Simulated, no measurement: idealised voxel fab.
Title: Process Module voxel released beams
Each square cell in cross-section cut measures 5 nm, and the section as a whole is 245 nm wide.
Bands, listed from the top down, are how a cross-section gets written in this document; the cross-section itself is a grid of square cells, and a band is one or more rows of them.
Heights first: top, then bottom, in nm. Then materials, left to right, each with a width in nm. "throughout" on a single material: fills the band edge to edge. "air": empty space.
Below 0: as-received wafer, all one material; heights counted from there. Lowest band: no bottom, goes on down, written "0 nm and below".
The width entry "30 to 40" should be interpreted row by row: the top row of cells in the band takes the first number, the bottom row takes the second number, and the change between adjacent rows is uniform throughout.
"no change" after a step means that no cell of the cross-section changed.
Listed in "Cavities, closed": every empty space of 8 or more cells without an open way to the top. Form: width x height at distance, the distance being from the left edge, all in nm.
Anything after a step's settings on that line? It's the simulator's own note about the step.
overlay nm: mask offset rightward from planned place, masked step; negative means leftward offset.
Process steps (planned)
1: RECEIVE [material Si]
2: CONFORMAL_DEP [material SiN] [thk nm 10]
3: DIRECTIONAL_DEP [material SiO2] [thk nm 5]
4: PATTERN [tone open] [mask id ANCHOR] [material resist] [width nm 45] [thk nm 15] [overlay nm 0]
5: DIRECTIONAL_ETCH [etch materials SiO2] [depth nm 15]
6: STRIP [etch materials resist]
7: CONFORMAL_DEP [material TiN] [thk nm 15]
8: PATTERN [tone cover] [mask id BEAM] [material resist] [width nm 95] [thk nm 15] [overlay nm 0]
9: DIRECTIONAL_ETCH [etch materials TiN] [depth nm 15]
10: STRIP [etch materials resist]
11: STRIP [etch materials SiO2]
Where the wafers of this document differ is in the thk nm of step 3; they start out the same, and the plan states the value that applied to the first wafer.
Incoming state of the first of several wafers in cross-section: after step 1
0 nm and below | Si throughout
Cavities, closed: none
For your reference, the table is organized with a row per wafer; each row reflects the wafer at the end of the module, indicating for each material the cells gained (+) or lost (-) since receipt, and thereafter its closed voids
thk nm 5 | +98 SiN | +63 TiN | Cavities, closed: none
thk nm 10 | +98 SiN | +69 TiN | Cavities, closed: none
thk nm 15 | +98 SiN | +75 TiN | Cavities, closed: none
thk nm 20 | +98 SiN | Cavities, closed: none
thk nm 25 | +98 SiN | Cavities, closed: none
thk nm 30 | +98 SiN | Cavities, closed: none
